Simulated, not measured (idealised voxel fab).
process module | voxel self aligned vias
cross-section cut | 225 nm wide | cells 5 nm
A cross-section is a grid of square cells, given in bands from the top down. A band is one or more rows of cells.
Each band's line starts with the height of the band's top and of its bottom, in nm. Then come its materials from left to right, each with its width in nm. One material with "throughout" fills the band from edge to edge. "air" is empty space.
Height 0 is the level under which the wafer as received is all one material. The lowest band goes on downwards, as in "0 down".
A width such as "30 to 40" changes by the same amount from each row of cells to the next, from the band's top row to its bottom row.
"no change" after a step means that no cell of the cross-section changed.
closed voids: empty space of 8 cells or more with no open way to the top, each as width x height at its distance from the left edge, in nm
after a step's settings: what the simulator itself notes on the step
overlay nm, on a step with a mask: how far to the right of its planned place the mask lay; to the left if negative
plan
1 op RECEIVE | material Si
2 op CONFORMAL_DEP | material SiO2 | thk nm 10
3 op CONFORMAL_DEP | material SiCN | thk nm 5
4 op DIRECTIONAL_DEP | material lowk | thk nm 20
5 op MASKED_ETCH | tone open | mask id LINES | width nm 30 | pitch nm 55 | etch materials lowk | depth nm 20 | overlay nm 0
6 op CONFORMAL_DEP | material TiN | thk nm 5
7 op FILL_DEP | material Ru | thk nm 10
8 op CMP | height nm 35
9 op SELECTIVE_ETCH | etch materials W Ru TiN | depth nm 5
10 op FILL_DEP | material SiN | thk nm 5
11 op CMP | height nm 35
12 op DIRECTIONAL_DEP | material lowk | thk nm 15
13 op DIRECTIONAL_DEP | material aC | thk nm 10
14 op PATTERN | tone open | mask id VIAS | material resist | width nm 40 | pitch nm 55 | thk nm 30 | overlay nm 0
15 op DIRECTIONAL_ETCH | etch materials aC | depth nm 10
16 op STRIP | etch materials resist
17 op DIRECTIONAL_ETCH | etch materials lowk | depth nm 15
18 op DIRECTIONAL_ETCH | etch materials SiN | depth nm 5
19 op STRIP | etch materials aC
20 op CONFORMAL_DEP | material TiN | thk nm 5
21 op FILL_DEP | material Ru | thk nm 10
22 op CMP | height nm 50
23 op CONFORMAL_DEP | material SiN | thk nm 5
as received, after step 1
  0 down: Si throughout
  closed voids: none
first wafer at the end, as planned
  55 to 50: SiN throughout
  50 to 40: lowk 35 | TiN 5 | Ru 30 | TiN 5 | lowk 15 | TiN 5 | Ru 30 | TiN 5 | lowk 15 | TiN 5 | Ru 30 | TiN 5 | lowk 40
  40 to 35: lowk 35 | TiN 10 | Ru 20 | TiN 10 | lowk 15 | TiN 10 | Ru 20 | TiN 10 | lowk 15 | TiN 10 | Ru 20 | TiN 10 | lowk 40
  35 to 30: lowk 40 | TiN 30 | lowk 25 | TiN 30 | lowk 25 | TiN 30 | lowk 45
  30 to 20: lowk 40 | TiN 5 | Ru 20 | TiN 5 | lowk 25 | TiN 5 | Ru 20 | TiN 5 | lowk 25 | TiN 5 | Ru 20 | TiN 5 | lowk 45
  20 to 15: lowk 40 | TiN 30 | lowk 25 | TiN 30 | lowk 25 | TiN 30 | lowk 45
  15 to 10: SiCN throughout
  10 to 0: SiO2 throughout
  0 down: Si throughout
  closed voids: none
second wafer at the end: like start, like plan, one mistake
  55 to 50: SiN throughout
  50 to 40: lowk 40 | TiN 5 | Ru 30 | TiN 5 | lowk 15 | TiN 5 | Ru 30 | TiN 5 | lowk 15 | TiN 5 | Ru 30 | TiN 5 | lowk 35
  40 to 35: lowk 40 | TiN 5 | Ru 20 | TiN 15 | lowk 15 | TiN 5 | Ru 20 | TiN 15 | lowk 15 | TiN 5 | Ru 20 | TiN 15 | lowk 35
  35 to 30: lowk 40 | TiN 30 | lowk 25 | TiN 30 | lowk 25 | TiN 30 | lowk 45
  30 to 20: lowk 40 | TiN 5 | Ru 20 | TiN 5 | lowk 25 | TiN 5 | Ru 20 | TiN 5 | lowk 25 | TiN 5 | Ru 20 | TiN 5 | lowk 45
  20 to 15: lowk 40 | TiN 30 | lowk 25 | TiN 30 | lowk 25 | TiN 30 | lowk 45
  15 to 10: SiCN throughout
  10 to 0: SiO2 throughout
  0 down: Si throughout
  closed voids: none
what went wrong: step 14 ran as: op PATTERN | tone open | mask id VIAS | material resist | width nm 40 | pitch nm 55 | thk nm 30 | overlay nm 5
at the end the second wafer has, in cells: as many of each material as the first, in other places
